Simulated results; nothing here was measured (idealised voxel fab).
process module | voxel plated lines
cross-section cut | 225 nm wide | cells 5 nm
A cross-section is a grid of square cells, given in bands from the top down. A band is one or more rows of cells.
Each band's line starts with the height of the band's top and of its bottom, in nm. Then come its materials from left to right, each with its width in nm. One material with "throughout" fills the band from edge to edge. "air" is empty space.
Height 0 is the level under which the wafer as received is all one material. The lowest band goes on downwards, as in "0 down".
A width such as "30 to 40" changes by the same amount from each row of cells to the next, from the band's top row to its bottom row.
"no change" after a step means that no cell of the cross-section changed.
closed voids: empty space of 8 cells or more with no open way to the top, each as width x height at its distance from the left edge, in nm
after a step's settings: what the simulator itself notes on the step
overlay nm, on a step with a mask: how far to the right of its planned place the mask lay; to the left if negative
plan
1 op RECEIVE | material Si
2 op CONFORMAL_DEP | material Al2O3 | thk nm 15
3 op DIRECTIONAL_DEP | material TiN | thk nm 5
4 op PATTERN | tone open | mask id LINES | material resist | width nm 20 | pitch nm 45 | thk nm 30 | overlay nm 0
5 op EPI | material Ru | thk nm 5
6 op EPI | material Ru | thk nm 10
7 op STRIP | etch materials resist
8 op DIRECTIONAL_ETCH | etch materials TiN | depth nm 5
9 op CONFORMAL_DEP | material SiN | thk nm 5
as received, after step 1
  0 down: Si throughout
  closed voids: none
first wafer at the end, as planned
  40 to 35: air 30 | SiN 30 | air 15 | SiN 30 | air 15 | SiN 30 | air 15 | SiN 30 | air 30
  35 to 20: air 30 | SiN 5 | Ru 20 | SiN 5 | air 15 | SiN 5 | Ru 20 | SiN 5 | air 15 | SiN 5 | Ru 20 | SiN 5 | air 15 | SiN 5 | Ru 20 | SiN 5 | air 30
  20 to 15: SiN 35 | TiN 20 | SiN 25 | TiN 20 | SiN 25 | TiN 20 | SiN 25 | TiN 20 | SiN 35
  15 to 0: Al2O3 throughout
  0 down: Si throughout
  closed voids: none
second wafer at the end: like start, like plan, one mistake
  30 to 25: air 30 | SiN 30 | air 15 | SiN 30 | air 15 | SiN 30 | air 15 | SiN 30 | air 30
  25 to 10: air 30 | SiN 5 | Ru 20 | SiN 5 | air 15 | SiN 5 | Ru 20 | SiN 5 | air 15 | SiN 5 | Ru 20 | SiN 5 | air 15 | SiN 5 | Ru 20 | SiN 5 | air 30
  10 to 5: SiN 35 | TiN 20 | SiN 25 | TiN 20 | SiN 25 | TiN 20 | SiN 25 | TiN 20 | SiN 35
  5 to 0: Al2O3 throughout
  0 down: Si throughout
  closed voids: none
what went wrong: step 2 ran as: op CONFORMAL_DEP | material Al2O3 | thk nm 5
at the end the second wafer has, in cells: 90 fewer of Al2O3
